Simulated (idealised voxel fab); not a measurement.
This section sets out a process module, namely voxel double patterning.
We display cut, a cross-section 190 nm in width whose square cells are each 5 nm.
Notation: cross-section as square-cell grid; stated in bands, top first, going down; one or more cell rows per band. What a band's entry tells you: where the top is and where the bottom is, as heights in nm, and after that what lies inside, material by material from left to right, each with its width in nm. Empty space is written as the word "air", and a single material marked with the word "all across" occupies the band from edge to edge. For the purposes of this specification, 0 denotes the height below which the wafer in its as-received condition is composed wholly of one material, and the lowermost band, lacking a lower limit, extends downward without end, as expressed in "0 and below". Think of "30->40" as a width that walks from the first number to the second as you go down the band, top row to bottom row, taking equal-sized steps from row to row. Given "no modifications" for a step, no cell of the cross-section differs between before and after that step. Empty spaces counting at least 8 cells and having no open way to the top are listed in "Encapsulated voids". The notation width x height at distance is used for each, the distance being from the left edge and all three values in nm. On a step's line, text after the settings is the simulator commenting on that step. The line of a step may include "overlay nm". On a step with a mask, this value is how far to the right of its planned place the mask lay. A negative value means the mask lay to the left.
Process steps - plan:
1: RECEIVE,material Si
2: CONFORMAL_DEP,material SiO2,thk nm 5
3: DIRECTIONAL_DEP,material W,thk nm 10
4: DIRECTIONAL_DEP,material SiN,thk nm 5
5: DIRECTIONAL_DEP,material aC,thk nm 15
6: PATTERN,tone open,mask id FIRST,material resist,width nm 15,pitch nm 50,thk nm 30,overlay nm 0
7: DIRECTIONAL_ETCH,etch materials aC,depth nm 15
8: STRIP,etch materials resist
9: DIRECTIONAL_ETCH,etch materials SiN,depth nm 5
10: STRIP,etch materials aC
11: PATTERN,tone open,mask id SECOND,material resist,width nm 15,pitch nm 50,thk nm 20,overlay nm 0
12: DIRECTIONAL_ETCH,etch materials SiN,depth nm 5
13: STRIP,etch materials resist
14: DIRECTIONAL_ETCH,etch materials W,depth nm 10
15: STRIP,etch materials SiN
First of two wafers, with the run carried out as planned:
As-received wafer cross-section (after step 1):
* 0 and below  Si all across
* Encapsulated voids: none
Wafer after step 2 (cross-section):
* 5 down to 0  SiO2 all across
* At heights below 0, the structure remains unaltered.
Wafer after step 3 (cross-section):
* 15 down to 5  W all across
* At heights below 5, the structure remains unaltered.
Wafer after step 4 (cross-section):
* 20 down to 15  SiN all across
* At heights below 15, the structure remains unaltered.
Wafer after step 5 (cross-section):
* 35 down to 20  aC all across
* At heights below 20, the structure remains unaltered.
Wafer after step 6 (cross-section):
* 65 down to 35  resist: 35 | air: 15 | resist: 35 | air: 15 | resist: 35 | air: 15 | resist: 40
* At heights below 35, the structure remains unaltered.
Wafer after step 7 (cross-section):
* 50 down to 35  resist: 35 | air: 15 | resist: 35 | air: 15 | resist: 35 | air: 15 | resist: 40
* 35 down to 20  aC: 35 | air: 15 | aC: 35 | air: 15 | aC: 35 | air: 15 | aC: 40
* At heights below 20, the structure remains unaltered.
Wafer after step 8 (cross-section):
* 35 down to 20  aC: 35 | air: 15 | aC: 35 | air: 15 | aC: 35 | air: 15 | aC: 40
* At heights below 20, the structure remains unaltered.
Wafer after step 9 (cross-section):
* 35 down to 20  aC: 35 | air: 15 | aC: 35 | air: 15 | aC: 35 | air: 15 | aC: 40
* 20 down to 15  SiN: 35 | air: 15 | SiN: 35 | air: 15 | SiN: 35 | air: 15 | SiN: 40
* At heights below 15, the structure remains unaltered.
Wafer after step 10 (cross-section):
* 20 down to 15  SiN: 35 | air: 15 | SiN: 35 | air: 15 | SiN: 35 | air: 15 | SiN: 40
* At heights below 15, the structure remains unaltered.
Wafer after step 11 (cross-section):
* 40 down to 20  resist: 60 | air: 15 | resist: 35 | air: 15 | resist: 65
* 20 down to 15  SiN: 35 | resist: 15 | SiN: 35 | resist: 15 | SiN: 35 | resist: 15 | SiN: 40
* At heights below 15, the structure remains unaltered.
Wafer after step 12 (cross-section):
* 40 down to 20  resist: 60 | air: 15 | resist: 35 | air: 15 | resist: 65
* 20 down to 15  SiN: 35 | resist: 15 | SiN: 10 | air: 15 | SiN: 10 | resist: 15 | SiN: 10 | air: 15 | SiN: 10 | resist: 15 | SiN: 40
* At heights below 15, the structure remains unaltered.
Wafer after step 13 (cross-section):
* 20 down to 15  SiN: 35 | air: 15 | SiN: 10 | air: 15 | SiN: 10 | air: 15 | SiN: 10 | air: 15 | SiN: 10 | air: 15 | SiN: 40
* At heights below 15, the structure remains unaltered.
Wafer after step 14 (cross-section):
* 20 down to 15  SiN: 35 | air: 15 | SiN: 10 | air: 15 | SiN: 10 | air: 15 | SiN: 10 | air: 15 | SiN: 10 | air: 15 | SiN: 40
* 15 down to 5  W: 35 | air: 15 | W: 10 | air: 15 | W: 10 | air: 15 | W: 10 | air: 15 | W: 10 | air: 15 | W: 40
* At heights below 5, the structure remains unaltered.
Wafer after step 15 (cross-section):
* 15 down to 5  W: 35 | air: 15 | W: 10 | air: 15 | W: 10 | air: 15 | W: 10 | air: 15 | W: 10 | air: 15 | W: 40
* At heights below 5, the structure remains unaltered.
Second of two: same start, same plan, one run error; steps up to and including 7 match the first:
Second wafer profile in section, at the moment step 8 of the plan was meant to be complete:
* 35 down to 20  aC: 35 | air: 15 | aC: 35 | air: 15 | aC: 35 | air: 15 | aC: 40
* At heights below 20, the structure remains unaltered.
Second wafer profile in section, at the moment step 9 of the plan was meant to be complete:
* 35 down to 20  aC: 35 | air: 15 | aC: 35 | air: 15 | aC: 35 | air: 15 | aC: 40
* 20 down to 15  SiN: 35 | air: 15 | SiN: 35 | air: 15 | SiN: 35 | air: 15 | SiN: 40
* At heights below 15, the structure remains unaltered.
Second wafer profile in section, at the moment step 10 of the plan was meant to be complete:
* 20 down to 15  SiN: 35 | air: 15 | SiN: 35 | air: 15 | SiN: 35 | air: 15 | SiN: 40
* At heights below 15, the structure remains unaltered.
Second wafer profile in section, at the moment step 11 of the plan was meant to be complete:
* 40 down to 20  resist: 60 | air: 15 | resist: 35 | air: 15 | resist: 65
* 20 down to 15  SiN: 35 | resist: 15 | SiN: 35 | resist: 15 | SiN: 35 | resist: 15 | SiN: 40
* At heights below 15, the structure remains unaltered.
Second wafer profile in section, at the moment step 12 of the plan was meant to be complete:
* 40 down to 20  resist: 60 | air: 15 | resist: 35 | air: 15 | resist: 65
* 20 down to 15  SiN: 35 | resist: 15 | SiN: 10 | air: 15 | SiN: 10 | resist: 15 | SiN: 10 | air: 15 | SiN: 10 | resist: 15 | SiN: 40
* At heights below 15, the structure remains unaltered.
Second wafer profile in section, at the moment step 13 of the plan was meant to be complete:
* 20 down to 15  SiN: 35 | air: 15 | SiN: 10 | air: 15 | SiN: 10 | air: 15 | SiN: 10 | air: 15 | SiN: 10 | air: 15 | SiN: 40
* At heights below 15, the structure remains unaltered.
Second wafer profile in section, at the moment step 14 of the plan was meant to be complete:
* 20 down to 15  SiN: 35 | air: 15 | SiN: 10 | air: 15 | SiN: 10 | air: 15 | SiN: 10 | air: 15 | SiN: 10 | air: 15 | SiN: 40
* 15 down to 5  W: 35 | air: 15 | W: 10 | air: 15 | W: 10 | air: 15 | W: 10 | air: 15 | W: 10 | air: 15 | W: 40
* At heights below 5, the structure remains unaltered.
Second wafer profile in section, at the moment step 15 of the plan was meant to be complete:
* 15 down to 5  W: 35 | air: 15 | W: 10 | air: 15 | W: 10 | air: 15 | W: 10 | air: 15 | W: 10 | air: 15 | W: 40
* At heights below 5, the structure remains unaltered.
It is concluded that the wafer was processed incorrectly with respect to the plan, in that execution of plan step 8 occurred twice
At process end the two wafers are indistinguishable in cross-section, so the error does not change what this model computes.
